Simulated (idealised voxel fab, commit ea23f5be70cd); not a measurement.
Presented below is a process module, voxel gate over fins.
Square cells of 5 nm make up the cross-section cut, whose width is 230 nm.
The cross-sections in this document take the form of a grid made of square cells. They are written out as bands, in order from top to bottom. Each band consists of one or more rows of cells.
Look at the band entry: it leads with the top's height and the bottom's height in nm. Then it lists the materials left to right, with a width in nm for each. The word "full width" on a single material says that material fills the band edge to edge. The word "blank" is empty space.
A quick word on heights: they are counted from 0, and under that level the wafer as it came to us is one material throughout. The lowest band is different from the rest in having no bottom; it simply continues downward, written as in "0..down".
Think of "30..40" as a width that walks from the first number to the second as you go down the band, top row to bottom row, taking equal-sized steps from row to row.
Key: "stayed the same" - step with no changed cell in the cross-section.
"Voids, enclosed" - sealed voids, min. 8 cells, no opening to top; format: width x height at distance (distance from left edge; nm throughout).
after a step's settings: what the simulator itself notes on the step
You can add "overlay nm" to a step's line. For a step with a mask, it describes how far the mask lay to the right of its planned position, and a negative number describes a lay to the left.
Set out below are the planned steps of the process:
1: op RECEIVE | material Si
2: op CONFORMAL_DEP | material SiN | thk nm 5
3: op MASKED_ETCH | tone cover | mask id FINS | width nm 15 | pitch nm 45 | etch materials SiN | depth nm 5 | overlay nm 0
4: op MASKED_ETCH | tone cover | mask id FINS | width nm 15 | pitch nm 45 | etch materials Si | depth nm 30 | overlay nm 0
5: op FILL_DEP | material SiO2 | thk nm 5
6: op CMP | height nm 5
7: op SELECTIVE_ETCH | etch materials SiO2 | depth nm 15
8: op STRIP | etch materials SiN
9: op CONFORMAL_DEP | material HfO2 | thk nm 5
10: op CONFORMAL_DEP | material TiN | thk nm 5
11: op FILL_DEP | material W | thk nm 10
12: op CMP | height nm 15
13: op CONFORMAL_DEP | material SiCN | thk nm 5
Wafers differ in depth nm at step 4; plan lists the first wafer's value; identical starting state.
After step 1, as received: first of several wafers, cross-section:
  0..down | Si full width
  Voids, enclosed: none
Here is how to read the rows: every wafer has a row, and it shows the wafer at the end of the module, giving for each material how many cells were gained (+) or lost (-) since the wafer was received, then listing its closed voids:
depth nm 30 | +54 HfO2 | -240 Si | +46 SiCN | +160 SiO2 | +54 TiN | +110 W | Voids, enclosed: none
depth nm 35 | +54 HfO2 | -280 Si | +46 SiCN | +200 SiO2 | +54 TiN | +110 W | Voids, enclosed: none
depth nm 40 | +54 HfO2 | -320 Si | +46 SiCN | +240 SiO2 | +54 TiN | +110 W | Voids, enclosed: none
depth nm 45 | +54 HfO2 | -360 Si | +46 SiCN | +280 SiO2 | +54 TiN | +110 W | Voids, enclosed: none
depth nm 50 | +54 HfO2 | -400 Si | +46 SiCN | +320 SiO2 | +54 TiN | +110 W | Voids, enclosed: none
depth nm 55 | +54 HfO2 | -440 Si | +46 SiCN | +360 SiO2 | +54 TiN | +110 W | Voids, enclosed: none
